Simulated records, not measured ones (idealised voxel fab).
process module | voxel self aligned vias
Section shown: cut. Width: 190 nm. Cell size: 5 nm, square.
A cross-section in this document is a grid of square cells, and it is written down as bands, the top band listed before the ones below it; a band is made up of one or more rows of cells. In this notation a band is specified by the heights of its top and bottom, in that order and in nm, after which its materials appear from left to right, each paired with its width in nm. The word "full width" attached to a single material means that material fills the band from edge to edge; the word "empty" stands for empty space. Below 0: as-received wafer, all one material; heights counted from there. Lowest band: no bottom, goes on down, written "0 and below". Think of "30..40" as a width that walks from the first number to the second as you go down the band, top row to bottom row, taking equal-sized steps from row to row. "remained the same" for a step: no cell of the cross-section changed in that step. "Closed cavities": sealed empty spaces, 8 cells or more, no open way to top, listed width x height at distance, with distance from the left edge and width, height and distance in nm. Formally, on a step line, whatever follows the settings is a remark that the simulator itself makes on the step. You can add "overlay nm" to a step's line. For a step with a mask, it describes how far the mask lay to the right of its planned position, and a negative number describes a lay to the left.

## Steps in the process plan
| 1 | op RECEIVE | material Si |
| 2 | op CONFORMAL_DEP | material SiO2 | thk nm 10 |
| 3 | op CONFORMAL_DEP | material SiCN | thk nm 5 |
| 4 | op DIRECTIONAL_DEP | material lowk | thk nm 30 |
| 5 | op DIRECTIONAL_DEP | material aC | thk nm 10 |
| 6 | op PATTERN | tone open | mask id LINES | material resist | width nm 30 | pitch nm 80 | thk nm 25 | overlay nm 0 |
| 7 | op DIRECTIONAL_ETCH | etch materials aC | depth nm 10 |
| 8 | op STRIP | etch materials resist |
| 9 | op DIRECTIONAL_ETCH | etch materials lowk | depth nm 30 |
| 10 | op STRIP | etch materials aC |
| 11 | op CONFORMAL_DEP | material TiN | thk nm 5 |
| 12 | op FILL_DEP | material Ru | thk nm 5 |
| 13 | op CMP | height nm 45 |
| 14 | op SELECTIVE_ETCH | etch materials W Ru TiN | depth nm 10 |
| 15 | op FILL_DEP | material SiN | thk nm 5 |
| 16 | op CMP | height nm 45 |
| 17 | op DIRECTIONAL_DEP | material lowk | thk nm 20 |
| 18 | op DIRECTIONAL_DEP | material aC | thk nm 10 |
| 19 | op PATTERN | tone open | mask id VIAS | material resist | width nm 50 | pitch nm 80 | thk nm 25 | overlay nm 0 |
| 20 | op DIRECTIONAL_ETCH | etch materials aC | depth nm 10 |
| 21 | op STRIP | etch materials resist |
| 22 | op DIRECTIONAL_ETCH | etch materials lowk | depth nm 20 |
| 23 | op DIRECTIONAL_ETCH | etch materials SiN | depth nm 10 |
| 24 | op STRIP | etch materials aC |
| 25 | op CONFORMAL_DEP | material TiN | thk nm 5 |
| 26 | op FILL_DEP | material W | thk nm 5 |
| 27 | op CMP | height nm 65 |
| 28 | op CONFORMAL_DEP | material SiCN | thk nm 5 |

## On the first of the two wafers: run conducted according to plan

## Wafer as received: cross-section following step 1
	0 and below = Si full width
	Closed cavities: none

## The wafer in cross-section once step 2 is complete
	10 down to 0 = SiO2 full width
	Whatever lies below 0 is exactly as it was before.

## The wafer in cross-section once step 3 is complete
	15 down to 10 = SiCN full width
	Whatever lies below 10 is exactly as it was before.

## The wafer in cross-section once step 4 is complete
	45 down to 15 = lowk full width
	Whatever lies below 15 is exactly as it was before.

## The wafer in cross-section once step 5 is complete
	55 down to 45 = aC full width
	Whatever lies below 45 is exactly as it was before.

## The wafer in cross-section once step 6 is complete
	80 down to 55 = resist: 40 | empty: 30 | resist: 50 | empty: 30 | resist: 40
	Whatever lies below 55 is exactly as it was before.

## The wafer in cross-section once step 7 is complete
	70 down to 55 = resist: 40 | empty: 30 | resist: 50 | empty: 30 | resist: 40
	55 down to 45 = aC: 40 | empty: 30 | aC: 50 | empty: 30 | aC: 40
	Whatever lies below 45 is exactly as it was before.

## The wafer in cross-section once step 8 is complete
	55 down to 45 = aC: 40 | empty: 30 | aC: 50 | empty: 30 | aC: 40
	Whatever lies below 45 is exactly as it was before.

## The wafer in cross-section once step 9 is complete
	55 down to 45 = aC: 40 | empty: 30 | aC: 50 | empty: 30 | aC: 40
	45 down to 15 = lowk: 40 | empty: 30 | lowk: 50 | empty: 30 | lowk: 40
	Whatever lies below 15 is exactly as it was before.

## The wafer in cross-section once step 10 is complete
	45 down to 15 = lowk: 40 | empty: 30 | lowk: 50 | empty: 30 | lowk: 40
	Whatever lies below 15 is exactly as it was before.

## The wafer in cross-section once step 11 is complete
	50 down to 45 = TiN: 45 | empty: 20 | TiN: 60 | empty: 20 | TiN: 45
	45 down to 20 = lowk: 40 | TiN: 5 | empty: 20 | TiN: 5 | lowk: 50 | TiN: 5 | empty: 20 | TiN: 5 | lowk: 40
	20 down to 15 = lowk: 40 | TiN: 30 | lowk: 50 | TiN: 30 | lowk: 40
	Whatever lies below 15 is exactly as it was before.

## The wafer in cross-section once step 12 is complete
	55 down to 50 = Ru full width
	50 down to 45 = TiN: 45 | Ru: 20 | TiN: 60 | Ru: 20 | TiN: 45
	45 down to 20 = lowk: 40 | TiN: 5 | Ru: 20 | TiN: 5 | lowk: 50 | TiN: 5 | Ru: 20 | TiN: 5 | lowk: 40
	Whatever lies below 20 is exactly as it was before.

## The wafer in cross-section once step 13 is complete
	45 down to 20 = lowk: 40 | TiN: 5 | Ru: 20 | TiN: 5 | lowk: 50 | TiN: 5 | Ru: 20 | TiN: 5 | lowk: 40
	Whatever lies below 20 is exactly as it was before.

## The wafer in cross-section once step 14 is complete
	45 down to 35 = lowk: 40 | empty: 30 | lowk: 50 | empty: 30 | lowk: 40
	Whatever lies below 35 is exactly as it was before.

## The wafer in cross-section once step 15 is complete
	50 down to 45 = SiN full width
	45 down to 35 = lowk: 40 | SiN: 30 | lowk: 50 | SiN: 30 | lowk: 40
	Whatever lies below 35 is exactly as it was before.

## The wafer in cross-section once step 16 is complete
	45 down to 35 = lowk: 40 | SiN: 30 | lowk: 50 | SiN: 30 | lowk: 40
	Whatever lies below 35 is exactly as it was before.

## The wafer in cross-section once step 17 is complete
	65 down to 45 = lowk full width
	Whatever lies below 45 is exactly as it was before.

## The wafer in cross-section once step 18 is complete
	75 down to 65 = aC full width
	Whatever lies below 65 is exactly as it was before.

## The wafer in cross-section once step 19 is complete
	100 down to 75 = resist: 30 | empty: 50 | resist: 30 | empty: 50 | resist: 30
	Whatever lies below 75 is exactly as it was before.

## The wafer in cross-section once step 20 is complete
	90 down to 75 = resist: 30 | empty: 50 | resist: 30 | empty: 50 | resist: 30
	75 down to 65 = aC: 30 | empty: 50 | aC: 30 | empty: 50 | aC: 30
	Whatever lies below 65 is exactly as it was before.

## The wafer in cross-section once step 21 is complete
	75 down to 65 = aC: 30 | empty: 50 | aC: 30 | empty: 50 | aC: 30
	Whatever lies below 65 is exactly as it was before.

## The wafer in cross-section once step 22 is complete
	75 down to 65 = aC: 30 | empty: 50 | aC: 30 | empty: 50 | aC: 30
	65 down to 45 = lowk: 30 | empty: 50 | lowk: 30 | empty: 50 | lowk: 30
	Whatever lies below 45 is exactly as it was before.

## The wafer in cross-section once step 23 is complete
	75 down to 65 = aC: 30 | empty: 50 | aC: 30 | empty: 50 | aC: 30
	65 down to 45 = lowk: 30 | empty: 50 | lowk: 30 | empty: 50 | lowk: 30
	45 down to 35 = lowk: 40 | empty: 30 | lowk: 50 | empty: 30 | lowk: 40
	Whatever lies below 35 is exactly as it was before.

## The wafer in cross-section once step 24 is complete
	65 down to 45 = lowk: 30 | empty: 50 | lowk: 30 | empty: 50 | lowk: 30
	Whatever lies below 45 is exactly as it was before.

## The wafer in cross-section once step 25 is complete
	70 down to 65 = TiN: 35 | empty: 40 | TiN: 40 | empty: 40 | TiN: 35
	65 down to 50 = lowk: 30 | TiN: 5 | empty: 40 | TiN: 5 | lowk: 30 | TiN: 5 | empty: 40 | TiN: 5 | lowk: 30
	50 down to 40 = lowk: 30..40 | TiN: 15..5 | empty: 20 | TiN: 15..5 | lowk: 30..50 | TiN: 15..5 | empty: 20 | TiN: 15..5 | lowk: 30..40
	40 down to 35 = lowk: 40 | TiN: 30 | lowk: 50 | TiN: 30 | lowk: 40
	Whatever lies below 35 is exactly as it was before.

## The wafer in cross-section once step 26 is complete
	75 down to 70 = W full width
	70 down to 65 = TiN: 35 | W: 40 | TiN: 40 | W: 40 | TiN: 35
	65 down to 50 = lowk: 30 | TiN: 5 | W: 40 | TiN: 5 | lowk: 30 | TiN: 5 | W: 40 | TiN: 5 | lowk: 30
	50 down to 40 = lowk: 30..40 | TiN: 15..5 | W: 20 | TiN: 15..5 | lowk: 30..50 | TiN: 15..5 | W: 20 | TiN: 15..5 | lowk: 30..40
	Whatever lies below 40 is exactly as it was before.

## The wafer in cross-section once step 27 is complete
	65 down to 50 = lowk: 30 | TiN: 5 | W: 40 | TiN: 5 | lowk: 30 | TiN: 5 | W: 40 | TiN: 5 | lowk: 30
	Whatever lies below 50 is exactly as it was before.

## The wafer in cross-section once step 28 is complete
	70 down to 65 = SiCN full width
	Whatever lies below 65 is exactly as it was before.

## Now the other wafer: same start, same recipe, but we messed up one thing when running it. Up to and including step 21 it's the same as the first one

## At the planned end of step 22, the second wafer in cross-section
	75 down to 65 = aC: 30 | empty: 50 | aC: 30 | empty: 50 | aC: 30
	65 down to 45 = lowk: 30 | empty: 50 | lowk: 30 | empty: 50 | lowk: 30
	45 down to 35 = lowk: 30 | empty: 10 | SiN: 30 | empty: 10 | lowk: 30 | empty: 10 | SiN: 30 | empty: 10 | lowk: 30
	35 down to 25 = lowk: 30 | empty: 10 | TiN: 5 | Ru: 20 | TiN: 5 | empty: 10 | lowk: 30 | empty: 10 | TiN: 5 | Ru: 20 | TiN: 5 | empty: 10 | lowk: 30
	Whatever lies below 25 is exactly as it was before.

## At the planned end of step 23, the second wafer in cross-section
	75 down to 65 = aC: 30 | empty: 50 | aC: 30 | empty: 50 | aC: 30
	65 down to 35 = lowk: 30 | empty: 50 | lowk: 30 | empty: 50 | lowk: 30
	Whatever lies below 35 is exactly as it was before.

## At the planned end of step 24, the second wafer in cross-section
	65 down to 35 = lowk: 30 | empty: 50 | lowk: 30 | empty: 50 | lowk: 30
	Whatever lies below 35 is exactly as it was before.

## At the planned end of step 25, the second wafer in cross-section
	70 down to 65 = TiN: 35 | empty: 40 | TiN: 40 | empty: 40 | TiN: 35
	65 down to 40 = lowk: 30 | TiN: 5 | empty: 40 | TiN: 5 | lowk: 30 | TiN: 5 | empty: 40 | TiN: 5 | lowk: 30
	40 down to 35 = lowk: 30 | TiN: 50 | lowk: 30 | TiN: 50 | lowk: 30
	35 down to 25 = lowk: 30 | TiN: 15 | Ru: 20 | TiN: 15 | lowk: 30 | TiN: 15 | Ru: 20 | TiN: 15 | lowk: 30
	Whatever lies below 25 is exactly as it was before.

## At the planned end of step 26, the second wafer in cross-section
	75 down to 70 = W full width
	70 down to 65 = TiN: 35 | W: 40 | TiN: 40 | W: 40 | TiN: 35
	65 down to 40 = lowk: 30 | TiN: 5 | W: 40 | TiN: 5 | lowk: 30 | TiN: 5 | W: 40 | TiN: 5 | lowk: 30
	Whatever lies below 40 is exactly as it was before.

## At the planned end of step 27, the second wafer in cross-section
	65 down to 40 = lowk: 30 | TiN: 5 | W: 40 | TiN: 5 | lowk: 30 | TiN: 5 | W: 40 | TiN: 5 | lowk: 30
	Whatever lies below 40 is exactly as it was before.

## At the planned end of step 28, the second wafer in cross-section
	70 down to 65 = SiCN full width
	Whatever lies below 65 is exactly as it was before.
Nonconformance to the process plan: the plan's step 22 ran twice
End of process, cell counts, second wafer against first, materials with more or fewer: 16 more of TiN | 16 more of W | 32 fewer of lowk
